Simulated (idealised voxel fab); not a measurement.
process module | voxel self aligned contacts
cross-section cut | 220 nm wide | cells 5 nm
A cross-section is a grid of square cells, given in bands from the top down. A band is one or more rows of cells.
Each band's line starts with the height of the band's top and of its bottom, in nm. Then come its materials from left to right, each with its width in nm. One material with "throughout" fills the band from edge to edge. "air" is empty space.
Height 0 is the level under which the wafer as received is all one material. The lowest band goes on downwards, as in "0 down".
A width such as "30 to 40" changes by the same amount from each row of cells to the next, from the band's top row to its bottom row.
"no change" after a step means that no cell of the cross-section changed.
closed voids: empty space of 8 cells or more with no open way to the top, each as width x height at its distance from the left edge, in nm
after a step's settings: what the simulator itself notes on the step
overlay nm, on a step with a mask: how far to the right of its planned place the mask lay; to the left if negative
plan
1 op RECEIVE | material Si
2 op CONFORMAL_DEP | material SiO2 | thk nm 5
3 op DIRECTIONAL_DEP | material polySi | thk nm 20
4 op DIRECTIONAL_DEP | material SiN | thk nm 15
5 op DIRECTIONAL_DEP | material aC | thk nm 15
6 op PATTERN | tone cover | mask id GATE | material resist | width nm 30 | pitch nm 65 | thk nm 35 | overlay nm 0
7 op DIRECTIONAL_ETCH | etch materials aC | depth nm 15
8 op STRIP | etch materials resist
9 op DIRECTIONAL_ETCH | etch materials SiN | depth nm 15
10 op DIRECTIONAL_ETCH | etch materials polySi | depth nm 20
11 op STRIP | etch materials aC
12 op CONFORMAL_DEP | material SiN | thk nm 5
13 op DIRECTIONAL_ETCH | etch materials SiN | depth nm 5
14 op FILL_DEP | material SiO2 | thk nm 15
15 op CMP | height nm 45
16 op MASKED_ETCH | tone open | mask id CONTACT | width nm 45 | etch materials SiO2 | depth nm 45 | overlay nm 0
17 op CONFORMAL_DEP | material TiN | thk nm 5
18 op FILL_DEP | material Ru | thk nm 10
19 op CMP | height nm 45
20 op CONFORMAL_DEP | material SiCN | thk nm 5
as received, after step 1
  0 down: Si throughout
  closed voids: none
a wafer at the end: this start, this plan, one mistake
  50 to 45: SiCN throughout
  45 to 40: polySi throughout
  40 to 25: polySi 55 | SiN 40 | polySi 25 | SiN 40 | polySi 60
  25 to 5: polySi 55 | SiN 5 | polySi 30 | SiN 5 | polySi 25 | SiN 5 | polySi 30 | SiN 5 | polySi 60
  5 to 0: SiO2 throughout
  0 down: Si throughout
  closed voids: none
what went wrong: step 14 ran as: op FILL_DEP | material polySi | thk nm 15
